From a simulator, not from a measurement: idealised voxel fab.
process module | voxel air gaps
cross-section cut | 195 nm wide | cells 5 nm
A cross-section is a grid of square cells, given in bands from the top down. A band is one or more rows of cells.
Each band's line starts with the height of the band's top and of its bottom, in nm. Then come its materials from left to right, each with its width in nm. One material with "throughout" fills the band from edge to edge. "air" is empty space.
Height 0 is the level under which the wafer as received is all one material. The lowest band goes on downwards, as in "0 down".
A width such as "30 to 40" changes by the same amount from each row of cells to the next, from the band's top row to its bottom row.
"no change" after a step means that no cell of the cross-section changed.
closed voids: empty space of 8 cells or more with no open way to the top, each as width x height at its distance from the left edge, in nm
after a step's settings: what the simulator itself notes on the step
overlay nm, on a step with a mask: how far to the right of its planned place the mask lay; to the left if negative
plan
1 op RECEIVE | material Si
2 op CONFORMAL_DEP | material SiO2 | thk nm 10
3 op CONFORMAL_DEP | material SiN | thk nm 5
4 op DIRECTIONAL_DEP | material lowk | thk nm 35
5 op DIRECTIONAL_DEP | material aC | thk nm 15
6 op PATTERN | tone open | mask id LINES | material resist | width nm 15 | pitch nm 45 | thk nm 30 | overlay nm 0
7 op DIRECTIONAL_ETCH | etch materials aC | depth nm 15
8 op STRIP | etch materials resist
9 op DIRECTIONAL_ETCH | etch materials lowk | depth nm 35
10 op STRIP | etch materials aC
11 op CONFORMAL_DEP | material TiN | thk nm 5
12 op FILL_DEP | material Cu | thk nm 5
13 op CMP | height nm 50
14 op EPI | material Ru | thk nm 10
15 op SELECTIVE_ETCH | etch materials lowk | depth nm 45
16 op CONFORMAL_DEP | material SiN | thk nm 5
first wafer, as planned
as received, after step 1
  0 down: Si throughout
  closed voids: none
after step 2
  10 to 0: SiO2 throughout
  below 0: unchanged
after step 3
  15 to 10: SiN throughout
  below 10: unchanged
after step 4
  50 to 15: lowk throughout
  below 15: unchanged
after step 5
  65 to 50: aC throughout
  below 50: unchanged
after step 6
  95 to 65: resist 45 | air 15 | resist 30 | air 15 | resist 30 | air 15 | resist 45
  below 65: unchanged
after step 7
  80 to 65: resist 45 | air 15 | resist 30 | air 15 | resist 30 | air 15 | resist 45
  65 to 50: aC 45 | air 15 | aC 30 | air 15 | aC 30 | air 15 | aC 45
  below 50: unchanged
after step 8
  65 to 50: aC 45 | air 15 | aC 30 | air 15 | aC 30 | air 15 | aC 45
  below 50: unchanged
after step 9
  65 to 50: aC 45 | air 15 | aC 30 | air 15 | aC 30 | air 15 | aC 45
  50 to 15: lowk 45 | air 15 | lowk 30 | air 15 | lowk 30 | air 15 | lowk 45
  below 15: unchanged
after step 10
  50 to 15: lowk 45 | air 15 | lowk 30 | air 15 | lowk 30 | air 15 | lowk 45
  below 15: unchanged
after step 11
  55 to 50: TiN 50 | air 5 | TiN 40 | air 5 | TiN 40 | air 5 | TiN 50
  50 to 20: lowk 45 | TiN 5 | air 5 | TiN 5 | lowk 30 | TiN 5 | air 5 | TiN 5 | lowk 30 | TiN 5 | air 5 | TiN 5 | lowk 45
  20 to 15: lowk 45 | TiN 15 | lowk 30 | TiN 15 | lowk 30 | TiN 15 | lowk 45
  below 15: unchanged
after step 12
  60 to 55: Cu throughout
  55 to 50: TiN 50 | Cu 5 | TiN 40 | Cu 5 | TiN 40 | Cu 5 | TiN 50
  50 to 20: lowk 45 | TiN 5 | Cu 5 | TiN 5 | lowk 30 | TiN 5 | Cu 5 | TiN 5 | lowk 30 | TiN 5 | Cu 5 | TiN 5 | lowk 45
  below 20: unchanged
after step 13
  50 to 20: lowk 45 | TiN 5 | Cu 5 | TiN 5 | lowk 30 | TiN 5 | Cu 5 | TiN 5 | lowk 30 | TiN 5 | Cu 5 | TiN 5 | lowk 45
  below 20: unchanged
after step 14
  60 to 50: air 35 | Ru 35 | air 10 | Ru 35 | air 10 | Ru 35 | air 35
  below 50: unchanged
after step 15
  60 to 50: air 35 | Ru 35 | air 10 | Ru 35 | air 10 | Ru 35 | air 35
  50 to 20: air 45 | TiN 5 | Cu 5 | TiN 5 | air 30 | TiN 5 | Cu 5 | TiN 5 | air 30 | TiN 5 | Cu 5 | TiN 5 | air 45
  20 to 15: air 45 | TiN 15 | air 30 | TiN 15 | air 30 | TiN 15 | air 45
  below 15: unchanged
after step 16
  65 to 60: air 30 | SiN 135 | air 30
  60 to 50: air 30 | SiN 5 | Ru 35 | SiN 10 | Ru 35 | SiN 10 | Ru 35 | SiN 5 | air 30
  50 to 45: air 30 | SiN 15 | TiN 5 | Cu 5 | TiN 5 | SiN 30 | TiN 5 | Cu 5 | TiN 5 | SiN 30 | TiN 5 | Cu 5 | TiN 5 | SiN 15 | air 30
  45 to 20: air 40 | SiN 5 | TiN 5 | Cu 5 | TiN 5 | SiN 5 | air 20 | SiN 5 | TiN 5 | Cu 5 | TiN 5 | SiN 5 | air 20 | SiN 5 | TiN 5 | Cu 5 | TiN 5 | SiN 5 | air 40
  20 to 15: SiN 45 | TiN 15 | SiN 30 | TiN 15 | SiN 30 | TiN 15 | SiN 45
  below 15: unchanged
  closed voids: 20 x 25 at 65; 20 x 25 at 110
second wafer: like start, like plan, one mistake. Through step 12 it matches the first wafer
when step 13 should have ended
  55 to 50: TiN 50 | Cu 5 | TiN 40 | Cu 5 | TiN 40 | Cu 5 | TiN 50
  below 50: unchanged
when step 14 should have ended
  65 to 55: Ru throughout
  below 55: unchanged
when step 15 should have ended: no change
when step 16 should have ended
  70 to 65: SiN throughout
  below 65: unchanged
what went wrong: step 13 ran as: op CMP | height nm 55
at the end the second wafer has, in cells: 3 more of Cu | 36 more of Ru | 78 fewer of SiN | 36 more of TiN | 210 more of lowk
closed voids at the end (first wafer, second wafer): 2, 0
